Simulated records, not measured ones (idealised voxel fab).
This is a process module. Its name is voxel wiring stack.
Section shown: cut. Width: 165 nm. Cell size: 5 nm, square.
Cross-section = grid of square cells, listed top down in bands; band = one or more rows.
Read a band's entry like this: the first values are the height of its top and the height of its bottom in nm, and what follows is the sequence of materials from left to right, each with its width in nm. Note that "empty" is empty space, and that a single material marked "full width" reaches across the band from edge to edge.
Heads up on the height convention: 0 is the point under which the incoming wafer is all one material, and the lowest band has no bottom, it just keeps going down, like "0 nm and below".
The width entry "30->40" should be interpreted row by row: the top row of cells in the band takes the first number, the bottom row takes the second number, and the change between adjacent rows is uniform throughout.
Where a step carries "nothing got changed", the cross-section came out of it unchanged, cell for cell.
"Entrapped void list": sealed empty spaces, 8 cells or more, no open way to top, listed width x height at distance, with distance from the left edge and width, height and distance in nm.
That trailing text on a step's line, after the settings, is the simulator's own remark on the step.
overlay nm: where the mask lay relative to plan, measured to the right, on steps with a mask; negatives go left.

THE PLANNED PROCESS STEPS ARE ENUMERATED HEREUNDER
step 1: RECEIVE, material Si
step 2: CONFORMAL_DEP, material SiO2, thk nm 10
step 3: CONFORMAL_DEP, material SiCN, thk nm 5
step 4: DIRECTIONAL_DEP, material SiO2, thk nm 25
step 5: DIRECTIONAL_DEP, material aC, thk nm 10
step 6: PATTERN, tone open, mask id METAL_1, material resist, width nm 30, pitch nm 45, thk nm 25, overlay nm 0
step 7: DIRECTIONAL_ETCH, etch materials aC, depth nm 10
step 8: STRIP, etch materials resist
step 9: DIRECTIONAL_ETCH, etch materials SiO2, depth nm 25
step 10: DIRECTIONAL_ETCH, etch materials SiCN, depth nm 5
step 11: STRIP, etch materials aC
step 12: CONFORMAL_DEP, material TiN, thk nm 5
step 13: FILL_DEP, material W, thk nm 5
step 14: CMP, height nm 40
step 15: CONFORMAL_DEP, material SiCN, thk nm 5
step 16: DIRECTIONAL_DEP, material lowk, thk nm 15
step 17: DIRECTIONAL_DEP, material aC, thk nm 15
step 18: PATTERN, tone open, mask id PLUG_1, material resist, width nm 15, pitch nm 90, thk nm 35, overlay nm 0
step 19: DIRECTIONAL_ETCH, etch materials aC, depth nm 15
step 20: STRIP, etch materials resist
step 21: DIRECTIONAL_ETCH, etch materials lowk, depth nm 15
step 22: DIRECTIONAL_ETCH, etch materials SiCN, depth nm 5
step 23: STRIP, etch materials aC
step 24: EPI, material Ru, thk nm 10
step 25: EPI, material Ru, thk nm 10
step 26: DIRECTIONAL_DEP, material TiN, thk nm 5
step 27: DIRECTIONAL_DEP, material W, thk nm 25
step 28: MASKED_ETCH, tone cover, mask id METAL_2, width nm 30, pitch nm 45, etch materials W, depth nm 25, overlay nm 0
step 29: MASKED_ETCH, tone cover, mask id METAL_2, width nm 30, pitch nm 45, etch materials TiN, depth nm 5, overlay nm 0
step 30: CONFORMAL_DEP, material SiCN, thk nm 5
step 31: FILL_DEP, material SiO2, thk nm 5
step 32: CMP, height nm 90
step 33: CONFORMAL_DEP, material SiCN, thk nm 5
step 34: DIRECTIONAL_DEP, material lowk, thk nm 25
step 35: DIRECTIONAL_DEP, material aC, thk nm 15
step 36: PATTERN, tone open, mask id METAL_3_HOLES, material resist, width nm 15, pitch nm 45, thk nm 35, overlay nm 0
step 37: DIRECTIONAL_ETCH, etch materials aC, depth nm 15
step 38: STRIP, etch materials resist
step 39: DIRECTIONAL_ETCH, etch materials lowk, depth nm 25
step 40: STRIP, etch materials aC
step 41: PATTERN, tone open, mask id METAL_3, material resist, width nm 30, pitch nm 45, thk nm 15, overlay nm 0
step 42: DIRECTIONAL_ETCH, etch materials lowk, depth nm 15
step 43: DIRECTIONAL_ETCH, etch materials SiCN, depth nm 5
step 44: STRIP, etch materials resist
step 45: CONFORMAL_DEP, material TiN, thk nm 5
step 46: FILL_DEP, material Cu, thk nm 5
step 47: CMP, height nm 120
step 48: CONFORMAL_DEP, material SiCN, thk nm 5

CROSS-SECTION, INCOMING MATERIAL, AFTER STEP 1
0 nm and below | Si full width
Entrapped void list: none

CROSS-SECTIONAL RESULT AFTER MODULE COMPLETION. NOTE: STARTING CONDITION AND PLAN ARE UNCHANGED FROM ABOVE; ONE PROCESSING MISTAKE WAS MADE
125 nm to 120 nm | SiCN full width
120 nm to 110 nm | lowk=15, then TiN=5, then Cu=25, then TiN=5, then lowk=10, then TiN=5, then Cu=25, then TiN=5, then lowk=10, then TiN=5, then Cu=25, then TiN=5, then lowk=25
110 nm to 100 nm | lowk=15, then TiN=5, then Cu=15, then TiN=15->5, then lowk=10->20, then TiN=5, then Cu=15, then TiN=15->5, then lowk=10->20, then TiN=5, then Cu=15, then TiN=15->5, then lowk=25->35
100 nm to 95 nm | lowk=15, then TiN=10, then Cu=10, then TiN=5, then lowk=20, then TiN=10, then Cu=10, then TiN=5, then lowk=20, then TiN=10, then Cu=10, then TiN=5, then lowk=35
95 nm to 90 nm | SiCN=20, then TiN=20, then SiCN=25, then TiN=20, then SiCN=25, then TiN=20, then SiCN=35
90 nm to 65 nm | SiO2=15, then SiCN=5, then W=30, then SiCN=5, then SiO2=5, then SiCN=5, then W=30, then SiCN=5, then SiO2=5, then SiCN=5, then W=30, then SiCN=5, then SiO2=20
65 nm to 60 nm | SiCN=20, then TiN=30, then SiCN=15, then TiN=30, then SiCN=15, then TiN=30, then SiCN=25
60 nm to 45 nm | lowk=20, then Ru=15, then lowk=75, then Ru=15, then lowk=40
45 nm to 40 nm | SiCN=20, then Ru=15, then SiCN=75, then Ru=15, then SiCN=40
40 nm to 15 nm | SiO2=20, then TiN=5, then W=20, then TiN=5, then SiO2=15, then TiN=5, then W=20, then TiN=5, then SiO2=15, then TiN=5, then W=20, then TiN=5, then SiO2=25
15 nm to 10 nm | SiCN=20, then TiN=30, then SiCN=15, then TiN=30, then SiCN=15, then TiN=30, then SiCN=25
10 nm to 0 nm | SiO2 full width
0 nm and below | Si full width
Entrapped void list: none
what went wrong: off-plan run, step 36, actual operation and settings PATTERN, tone open, mask id METAL_3_HOLES, material resist, width nm 25, pitch nm 45, thk nm 35, overlay nm 0
